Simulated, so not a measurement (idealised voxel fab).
A process module follows: voxel wiring stack.
In the cross-section labelled cut, the width is 195 nm and each square cell is 5 nm.
A cross-section in this document is a grid of square cells, and it is written down as bands, the top band listed before the ones below it; a band is made up of one or more rows of cells. Heights first: top, then bottom, in nm. Then materials, left to right, each with a width in nm. "everywhere" on a single material: fills the band edge to edge. "empty": empty space. Note: height 0 marks the level under which the wafer is uniformly one material as received. Lowest band unbounded below, written "0 nm and below". The width entry "30->40" should be interpreted row by row: the top row of cells in the band takes the first number, the bottom row takes the second number, and the change between adjacent rows is uniform throughout. "all unchanged" -> step changed no cross-section cell. In "Unvented voids" the enclosed voids are listed, meaning empty spaces of 8 cells or larger without any opening to the top. The form is width x height at distance, distance from the left edge, units nm. Text after the settings on a step's line: the simulator's own remark on that step. What "overlay nm" on a step's line means: if the step has a mask, that mask lay this far to the right of its planned place, or, when the value is negative, to the left. The remainder of this document consists of a sequence of paired cross-sections. Each pair presents the cross-section prior to one process step together with the cross-section following it, the latter being rendered only as deep as the lowest band that underwent change. The intervening step, together with its settings, is stated beneath each pair. Because the pairs may originate from different runs of this module on the same starting wafer, a given pair is to be read as continuing from the preceding pair only where its entry headed "Pre-step cross-section" so indicates.

[Pre-step cross-section]
135 nm to 110 nm | empty 15 nm / resist 15 nm / empty 75 nm / resist 15 nm / empty 75 nm
110 nm to 100 nm | SiO2 15 nm / resist 15 nm / empty 15 nm / SiO2 15 nm / empty 30 nm / SiO2 15 nm / resist 15 nm / empty 15 nm / SiO2 15 nm / empty 30 nm / SiO2 15 nm
100 nm to 90 nm | SiO2 30 nm / empty 15 nm / SiO2 15 nm / empty 30 nm / SiO2 30 nm / empty 15 nm / SiO2 15 nm / empty 30 nm / SiO2 15 nm
90 nm to 85 nm | SiCN 30 nm / empty 15 nm / SiCN 15 nm / empty 30 nm / SiCN 30 nm / empty 15 nm / SiCN 15 nm / empty 30 nm / SiCN 15 nm
85 nm to 65 nm | SiO2 15 nm / Ru 30 nm / SiO2 15 nm / Ru 30 nm / SiO2 15 nm / Ru 30 nm / SiO2 15 nm / Ru 30 nm / SiO2 15 nm
65 nm to 60 nm | SiO2 15 nm / TiN 30 nm / SiO2 15 nm / TiN 30 nm / SiO2 15 nm / TiN 30 nm / SiO2 15 nm / TiN 30 nm / SiO2 15 nm
60 nm to 45 nm | lowk 15 nm / Ru 15 nm / lowk 30 nm / Ru 15 nm / lowk 30 nm / Ru 15 nm / lowk 30 nm / Ru 15 nm / lowk 30 nm
45 nm to 35 nm | SiCN 15->10 nm / Ru 15->40 nm / SiCN 30->5 nm / Ru 15->40 nm / SiCN 30->5 nm / Ru 15->40 nm / SiCN 30->5 nm / Ru 15->40 nm / SiCN 30->10 nm
35 nm to 20 nm | lowk 15 nm / TiN 5 nm / Cu 20 nm / TiN 5 nm / lowk 15 nm / TiN 5 nm / Cu 20 nm / TiN 5 nm / lowk 15 nm / TiN 5 nm / Cu 20 nm / TiN 5 nm / lowk 15 nm / TiN 5 nm / Cu 20 nm / TiN 5 nm / lowk 15 nm
20 nm to 15 nm | SiN 15 nm / TiN 30 nm / SiN 15 nm / TiN 30 nm / SiN 15 nm / TiN 30 nm / SiN 15 nm / TiN 30 nm / SiN 15 nm
15 nm to 0 nm | SiO2 everywhere
0 nm and below | Si everywhere
Unvented voids: none

[Post-Step Section View]
110 nm to 100 nm | SiO2 15 nm / empty 30 nm / SiO2 15 nm / empty 30 nm / SiO2 15 nm / empty 30 nm / SiO2 15 nm / empty 30 nm / SiO2 15 nm
Note: structure below 100 unchanged.
Unvented voids: none
The structure goes from the before cross-section above to the after cross-section through STRIP (etch materials resist)

Pre-step cross-section: = after-state of the pair above.

[Post-Step Section View]
115 nm to 110 nm | TiN 20 nm / empty 20 nm / TiN 25 nm / empty 20 nm / TiN 25 nm / empty 20 nm / TiN 25 nm / empty 20 nm / TiN 20 nm
110 nm to 100 nm | SiO2 15 nm / TiN 5->20 nm / empty 20->5 nm / TiN 5 nm / SiO2 15 nm / TiN 5 nm / empty 20 nm / TiN 5 nm / SiO2 15 nm / TiN 5->20 nm / empty 20->5 nm / TiN 5 nm / SiO2 15 nm / TiN 5 nm / empty 20 nm / TiN 5 nm / SiO2 15 nm
100 nm to 90 nm | SiO2 30 nm / TiN 5 nm / empty 5 nm / TiN 5 nm / SiO2 15 nm / TiN 5 nm / empty 20 nm / TiN 5 nm / SiO2 30 nm / TiN 5 nm / empty 5 nm / TiN 5 nm / SiO2 15 nm / TiN 5 nm / empty 20 nm / TiN 5 nm / SiO2 15 nm
90 nm to 85 nm | SiCN 30 nm / TiN 15 nm / SiCN 15 nm / TiN 30 nm / SiCN 30 nm / TiN 15 nm / SiCN 15 nm / TiN 30 nm / SiCN 15 nm
Note: structure below 85 unchanged.
Unvented voids: none
The structure goes from the before cross-section above to the after cross-section through CONFORMAL_DEP (material TiN; thk nm 5)

Pre-step cross-section: = after-state of the pair above.

[Post-Step Section View]
125 nm to 115 nm | Cu everywhere
115 nm to 110 nm | TiN 20 nm / Cu 20 nm / TiN 25 nm / Cu 20 nm / TiN 25 nm / Cu 20 nm / TiN 25 nm / Cu 20 nm / TiN 20 nm
110 nm to 100 nm | SiO2 15 nm / TiN 5->20 nm / Cu 20->5 nm / TiN 5 nm / SiO2 15 nm / TiN 5 nm / Cu 20 nm / TiN 5 nm / SiO2 15 nm / TiN 5->20 nm / Cu 20->5 nm / TiN 5 nm / SiO2 15 nm / TiN 5 nm / Cu 20 nm / TiN 5 nm / SiO2 15 nm
100 nm to 90 nm | SiO2 30 nm / TiN 5 nm / Cu 5 nm / TiN 5 nm / SiO2 15 nm / TiN 5 nm / Cu 20 nm / TiN 5 nm / SiO2 30 nm / TiN 5 nm / Cu 5 nm / TiN 5 nm / SiO2 15 nm / TiN 5 nm / Cu 20 nm / TiN 5 nm / SiO2 15 nm
Note: structure below 90 unchanged.
Unvented voids: none
The structure goes from the before cross-section above to the after cross-section through FILL_DEP (material Cu; thk nm 10)

Pre-step cross-section: = after-state of the pair above.

[Post-Step Section View]
120 nm to 115 nm | Cu everywhere
Note: structure below 115 unchanged.
Unvented voids: none
The structure goes from the before cross-section above to the after cross-section through CMP (height nm 120)

Pre-step cross-section: = after-state of the pair above.

[Post-Step Section View]
125 nm to 120 nm | SiCN everywhere
Note: structure below 120 unchanged.
Unvented voids: none
The structure goes from the before cross-section above to the after cross-section through CONFORMAL_DEP (material SiCN; thk nm 5)
